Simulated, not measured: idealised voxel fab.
This section sets out a process module, namely voxel wiring stack.
Shown is cross-section cut, with a width of 170 nm and square cells of size 5 nm.
Think of the cross-section as a grid of square cells. We describe it in bands, top to bottom, and each band covers one or more rows of those cells.
Band: top height; bottom height; in nm. Then, left to right: material with width in nm, for each material. "edge to edge": a single material spanning edge to edge. "blank": empty space.
Below 0: as-received wafer, all one material; heights counted from there. Lowest band: no bottom, goes on down, written "0 down".
Width: "30..40" (first number = top row, second number = bottom row, same change from row to row of cells).
"all unchanged" -> step changed no cross-section cell.
Enclosed voids (no open way to top), threshold 8 cells or more, entry "Fully enclosed voids", notation width x height at distance, distance from left edge, nm.
Note: text after step settings on the step line = simulator remark on that step.
overlay nm: mask right of planned place by this much (step with mask). Neg. = left.
-- Intended process steps
| 1 | RECEIVE, material Si |
| 2 | CONFORMAL_DEP, material SiO2, thk nm 10 |
| 3 | DIRECTIONAL_DEP, material TiN, thk nm 5 |
| 4 | DIRECTIONAL_DEP, material Ru, thk nm 25 |
| 5 | PATTERN, tone cover, mask id METAL_1, material resist, width nm 15, pitch nm 45, thk nm 20, overlay nm 0 |
| 6 | DIRECTIONAL_ETCH, etch materials Ru, depth nm 25 |
| 7 | DIRECTIONAL_ETCH, etch materials TiN, depth nm 5 |
| 8 | STRIP, etch materials resist |
| 9 | CONFORMAL_DEP, material SiN, thk nm 5 |
| 10 | FILL_DEP, material lowk, thk nm 10 |
| 11 | CMP, height nm 40 |
| 12 | CONFORMAL_DEP, material SiCN, thk nm 5 |
| 13 | DIRECTIONAL_DEP, material SiO2, thk nm 10 |
| 14 | DIRECTIONAL_DEP, material aC, thk nm 10 |
| 15 | PATTERN, tone open, mask id PLUG_1, material resist, width nm 15, pitch nm 45, thk nm 30, overlay nm 0 |
| 16 | DIRECTIONAL_ETCH, etch materials aC, depth nm 10 |
| 17 | STRIP, etch materials resist |
| 18 | DIRECTIONAL_ETCH, etch materials SiO2, depth nm 10 |
| 19 | DIRECTIONAL_ETCH, etch materials SiCN, depth nm 5 |
| 20 | STRIP, etch materials aC |
| 21 | CONFORMAL_DEP, material TiN, thk nm 5 |
| 22 | FILL_DEP, material Cu, thk nm 5 |
| 23 | CMP, height nm 55 |
| 24 | DIRECTIONAL_DEP, material TiN, thk nm 5 |
| 25 | DIRECTIONAL_DEP, material Ru, thk nm 20 |
| 26 | PATTERN, tone cover, mask id METAL_2, material resist, width nm 20, pitch nm 45, thk nm 15, overlay nm 0 |
| 27 | DIRECTIONAL_ETCH, etch materials Ru, depth nm 20 |
| 28 | DIRECTIONAL_ETCH, etch materials TiN, depth nm 5 |
| 29 | STRIP, etch materials resist |
| 30 | FILL_DEP, material lowk, thk nm 5 |
| 31 | CMP, height nm 80 |
| 32 | CONFORMAL_DEP, material SiCN, thk nm 5 |
Wafer-to-wafer difference: width nm, step 5. Common start. Plan = first wafer's value.
-- So this is the first of several wafers, cross-sectioned as it came to us, meaning it's at the end of step 1
	0 down | Si edge to edge
	Fully enclosed voids: none
-- The following table contains a row per wafer, in which are reported, at the conclusion of the module, the cells of each material gained (+) or lost (-) since the wafer's receipt, with its closed voids given thereafter
width nm 15; +4 Cu; +62 Ru; +62 SiCN; +48 SiN; +124 SiO2; +28 TiN; +250 lowk; Fully enclosed voids: none
width nm 20; +4 Cu; +72 Ru; +62 SiCN; +46 SiN; +124 SiO2; +30 TiN; +240 lowk; Fully enclosed voids: none
width nm 25; +4 Cu; +82 Ru; +62 SiCN; +44 SiN; +124 SiO2; +32 TiN; +230 lowk; Fully enclosed voids: none
width nm 30; +4 Cu; +92 Ru; +62 SiCN; +42 SiN; +124 SiO2; +34 TiN; +220 lowk; Fully enclosed voids: none
